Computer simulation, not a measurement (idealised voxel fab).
You're looking at the process module voxel gate over fins.
Section shown: cut. Width: 185 nm. Cell size: 5 nm, square.
Just so we're on the same page, the cross-sections are grids of square cells, and they're listed out in bands top to bottom, each band one or more rows deep. It is stipulated that each band's entry specify, in nanometres, the height of the top of the band and then that of its bottom, followed by the materials of the band in left-to-right sequence, each together with its width in nanometres. A single material marked by the word "everywhere" is understood to fill the band from edge to edge; the word "empty" is understood to denote empty space. We count height from 0. Below that, the starting wafer is all one material. The lowest band never ends at the bottom but goes on down; see "from 0 down" for how that is written. You'd read "30->40" like this: the band's top row of cells is as wide as the first number, its bottom row is as wide as the second, and going down, every row changes width by the same amount as the row before did. "nothing was modified" (step): cross-section cells unchanged, all of them. Look at "Sealed internal cavities" for the closed voids: empty spaces with no open path to the top, sized 8 cells or up. Each is width x height at distance, distance from the left edge, all nm. Anything after a step's settings on that line? It's the simulator's own note about the step. overlay nm: right-of-plan distance of the mask on a masked step; negative values mean left-of-plan.

### List of planned process steps
- 1: op RECEIVE | material Si
- 2: op CONFORMAL_DEP | material SiN | thk nm 10
- 3: op PATTERN | tone cover | mask id FINS | material resist | width nm 15 | pitch nm 45 | thk nm 15 | overlay nm 0
- 4: op DIRECTIONAL_ETCH | etch materials SiN | depth nm 10
- 5: op DIRECTIONAL_ETCH | etch materials Si | depth nm 35
- 6: op STRIP | etch materials resist
- 7: op OXIDIZE | depth nm 5
- 8: op FILL_DEP | material SiO2 | thk nm 5
- 9: op CMP | height nm 10
- 10: op SELECTIVE_ETCH | etch materials SiO2 | depth nm 25
- 11: op STRIP | etch materials SiN
- 12: op CONFORMAL_DEP | material HfO2 | thk nm 5
- 13: op CONFORMAL_DEP | material TiN | thk nm 5
- 14: op FILL_DEP | material W | thk nm 10
- 15: op CMP | height nm 15
- 16: op CONFORMAL_DEP | material SiCN | thk nm 5

### So, the first of our two wafers, run just as we planned it

### As-received state of the wafer in cross-section, equivalent to post-step 1
* from 0 down: Si everywhere
* Sealed internal cavities: none

### Presented here is a cross-section of the wafer after step 2 has been performed
* from 10 to 0: SiN everywhere
* Rest of section, below 0: as before.

### Presented here is a cross-section of the wafer after step 3 has been performed
* from 25 to 10: empty: 60, then resist: 15, then empty: 30, then resist: 15, then empty: 65
* Rest of section, below 10: as before.

### Presented here is a cross-section of the wafer after step 4 has been performed
* from 25 to 10: empty: 60, then resist: 15, then empty: 30, then resist: 15, then empty: 65
* from 10 to 0: empty: 60, then SiN: 15, then empty: 30, then SiN: 15, then empty: 65
* Rest of section, below 0: as before.

### Presented here is a cross-section of the wafer after step 5 has been performed
* from 25 to 10: empty: 60, then resist: 15, then empty: 30, then resist: 15, then empty: 65
* from 10 to 0: empty: 60, then SiN: 15, then empty: 30, then SiN: 15, then empty: 65
* from 0 to -35: empty: 60, then Si: 15, then empty: 30, then Si: 15, then empty: 65
* Rest of section, below -35: as before.

### Presented here is a cross-section of the wafer after step 6 has been performed
* from 10 to 0: empty: 60, then SiN: 15, then empty: 30, then SiN: 15, then empty: 65
* Rest of section, below 0: as before.

### Presented here is a cross-section of the wafer after step 7 has been performed
* from 10 to 0: empty: 60, then SiN: 15, then empty: 30, then SiN: 15, then empty: 65
* from 0 to -35: empty: 60, then SiO2: 5, then Si: 5, then SiO2: 5, then empty: 30, then SiO2: 5, then Si: 5, then SiO2: 5, then empty: 65
* from -35 to -40: SiO2: 65, then Si: 5, then SiO2: 40, then Si: 5, then SiO2: 70
* Rest of section, below -40: as before.

### Presented here is a cross-section of the wafer after step 8 has been performed
* from 15 to 10: SiO2 everywhere
* from 10 to 0: SiO2: 60, then SiN: 15, then SiO2: 30, then SiN: 15, then SiO2: 65
* from 0 to -40: SiO2: 65, then Si: 5, then SiO2: 40, then Si: 5, then SiO2: 70
* Rest of section, below -40: as before.

### Presented here is a cross-section of the wafer after step 9 has been performed
* from 10 to 0: SiO2: 60, then SiN: 15, then SiO2: 30, then SiN: 15, then SiO2: 65
* Rest of section, below 0: as before.

### Presented here is a cross-section of the wafer after step 10 has been performed
* from 10 to 0: empty: 60, then SiN: 15, then empty: 30, then SiN: 15, then empty: 65
* from 0 to -15: empty: 65, then Si: 5, then empty: 40, then Si: 5, then empty: 70
* Rest of section, below -15: as before.

### Presented here is a cross-section of the wafer after step 11 has been performed
* from 0 to -15: empty: 65, then Si: 5, then empty: 40, then Si: 5, then empty: 70
* Rest of section, below -15: as before.

### Presented here is a cross-section of the wafer after step 12 has been performed
* from 5 to 0: empty: 60, then HfO2: 15, then empty: 30, then HfO2: 15, then empty: 65
* from 0 to -10: empty: 60, then HfO2: 5, then Si: 5, then HfO2: 5, then empty: 30, then HfO2: 5, then Si: 5, then HfO2: 5, then empty: 65
* from -10 to -15: HfO2: 65, then Si: 5, then HfO2: 40, then Si: 5, then HfO2: 70
* Rest of section, below -15: as before.

### Presented here is a cross-section of the wafer after step 13 has been performed
* from 10 to 5: empty: 55, then TiN: 25, then empty: 20, then TiN: 25, then empty: 60
* from 5 to 0: empty: 55, then TiN: 5, then HfO2: 15, then TiN: 5, then empty: 20, then TiN: 5, then HfO2: 15, then TiN: 5, then empty: 60
* from 0 to -5: empty: 55, then TiN: 5, then HfO2: 5, then Si: 5, then HfO2: 5, then TiN: 5, then empty: 20, then TiN: 5, then HfO2: 5, then Si: 5, then HfO2: 5, then TiN: 5, then empty: 60
* from -5 to -10: TiN: 60, then HfO2: 5, then Si: 5, then HfO2: 5, then TiN: 30, then HfO2: 5, then Si: 5, then HfO2: 5, then TiN: 65
* Rest of section, below -10: as before.

### Presented here is a cross-section of the wafer after step 14 has been performed
* from 20 to 10: W everywhere
* from 10 to 5: W: 55, then TiN: 25, then W: 20, then TiN: 25, then W: 60
* from 5 to 0: W: 55, then TiN: 5, then HfO2: 15, then TiN: 5, then W: 20, then TiN: 5, then HfO2: 15, then TiN: 5, then W: 60
* from 0 to -5: W: 55, then TiN: 5, then HfO2: 5, then Si: 5, then HfO2: 5, then TiN: 5, then W: 20, then TiN: 5, then HfO2: 5, then Si: 5, then HfO2: 5, then TiN: 5, then W: 60
* Rest of section, below -5: as before.

### Presented here is a cross-section of the wafer after step 15 has been performed
* from 15 to 10: W everywhere
* Rest of section, below 10: as before.

### Presented here is a cross-section of the wafer after step 16 has been performed
* from 20 to 15: SiCN everywhere
* Rest of section, below 15: as before.

### Second wafer - shared start and plan with the first - one error in running - same as the first up to step 2 inclusive

### Look at the second wafer in cross-section at the time step 3 ought to have finished
* from 25 to 10: resist: 60, then empty: 15, then resist: 30, then empty: 15, then resist: 65
* Rest of section, below 10: as before.

### Look at the second wafer in cross-section at the time step 4 ought to have finished
* from 25 to 10: resist: 60, then empty: 15, then resist: 30, then empty: 15, then resist: 65
* from 10 to 0: SiN: 60, then empty: 15, then SiN: 30, then empty: 15, then SiN: 65
* Rest of section, below 0: as before.

### Look at the second wafer in cross-section at the time step 5 ought to have finished
* from 25 to 10: resist: 60, then empty: 15, then resist: 30, then empty: 15, then resist: 65
* from 10 to 0: SiN: 60, then empty: 15, then SiN: 30, then empty: 15, then SiN: 65
* from 0 to -35: Si: 60, then empty: 15, then Si: 30, then empty: 15, then Si: 65
* Rest of section, below -35: as before.

### Look at the second wafer in cross-section at the time step 6 ought to have finished
* from 10 to 0: SiN: 60, then empty: 15, then SiN: 30, then empty: 15, then SiN: 65
* Rest of section, below 0: as before.

### Look at the second wafer in cross-section at the time step 7 ought to have finished
* from 10 to 0: SiN: 60, then empty: 15, then SiN: 30, then empty: 15, then SiN: 65
* from 0 to -35: Si: 55, then SiO2: 5, then empty: 15, then SiO2: 5, then Si: 20, then SiO2: 5, then empty: 15, then SiO2: 5, then Si: 60
* from -35 to -40: Si: 55, then SiO2: 25, then Si: 20, then SiO2: 25, then Si: 60
* Rest of section, below -40: as before.

### Look at the second wafer in cross-section at the time step 8 ought to have finished
* from 15 to 10: SiO2 everywhere
* from 10 to 0: SiN: 60, then SiO2: 15, then SiN: 30, then SiO2: 15, then SiN: 65
* from 0 to -40: Si: 55, then SiO2: 25, then Si: 20, then SiO2: 25, then Si: 60
* Rest of section, below -40: as before.

### Look at the second wafer in cross-section at the time step 9 ought to have finished
* from 10 to 0: SiN: 60, then SiO2: 15, then SiN: 30, then SiO2: 15, then SiN: 65
* Rest of section, below 0: as before.

### Look at the second wafer in cross-section at the time step 10 ought to have finished
* from 10 to 0: SiN: 60, then empty: 15, then SiN: 30, then empty: 15, then SiN: 65
* from 0 to -15: Si: 55, then empty: 25, then Si: 20, then empty: 25, then Si: 60
* Rest of section, below -15: as before.

### Look at the second wafer in cross-section at the time step 11 ought to have finished
* from 0 to -15: Si: 55, then empty: 25, then Si: 20, then empty: 25, then Si: 60
* Rest of section, below -15: as before.

### Look at the second wafer in cross-section at the time step 12 ought to have finished
* from 5 to 0: HfO2: 60, then empty: 15, then HfO2: 30, then empty: 15, then HfO2: 65
* from 0 to -10: Si: 55, then HfO2: 5, then empty: 15, then HfO2: 5, then Si: 20, then HfO2: 5, then empty: 15, then HfO2: 5, then Si: 60
* from -10 to -15: Si: 55, then HfO2: 25, then Si: 20, then HfO2: 25, then Si: 60
* Rest of section, below -15: as before.

### Look at the second wafer in cross-section at the time step 13 ought to have finished
* from 10 to 5: TiN: 65, then empty: 5, then TiN: 40, then empty: 5, then TiN: 70
* from 5 to 0: HfO2: 60, then TiN: 5, then empty: 5, then TiN: 5, then HfO2: 30, then TiN: 5, then empty: 5, then TiN: 5, then HfO2: 65
* from 0 to -5: Si: 55, then HfO2: 5, then TiN: 5, then empty: 5, then TiN: 5, then HfO2: 5, then Si: 20, then HfO2: 5, then TiN: 5, then empty: 5, then TiN: 5, then HfO2: 5, then Si: 60
* from -5 to -10: Si: 55, then HfO2: 5, then TiN: 15, then HfO2: 5, then Si: 20, then HfO2: 5, then TiN: 15, then HfO2: 5, then Si: 60
* Rest of section, below -10: as before.

### Look at the second wafer in cross-section at the time step 14 ought to have finished
* from 20 to 10: W everywhere
* from 10 to 5: TiN: 65, then W: 5, then TiN: 40, then W: 5, then TiN: 70
* from 5 to 0: HfO2: 60, then TiN: 5, then W: 5, then TiN: 5, then HfO2: 30, then TiN: 5, then W: 5, then TiN: 5, then HfO2: 65
* from 0 to -5: Si: 55, then HfO2: 5, then TiN: 5, then W: 5, then TiN: 5, then HfO2: 5, then Si: 20, then HfO2: 5, then TiN: 5, then W: 5, then TiN: 5, then HfO2: 5, then Si: 60
* Rest of section, below -5: as before.

### Look at the second wafer in cross-section at the time step 15 ought to have finished
* from 15 to 10: W everywhere
* Rest of section, below 10: as before.

### Look at the second wafer in cross-section at the time step 16 ought to have finished
* from 20 to 15: SiCN everywhere
* Rest of section, below 15: as before.
Which mistake was made when the wafer was run? so step 3 ended up running with a different setting than we planned, it ran as op PATTERN | tone open | mask id FINS | material resist | width nm 15 | pitch nm 45 | thk nm 15 | overlay nm 0
Count the cells at the end and the second wafer has more or fewer of some materials than the first: +200 Si | -125 SiO2 | -75 W
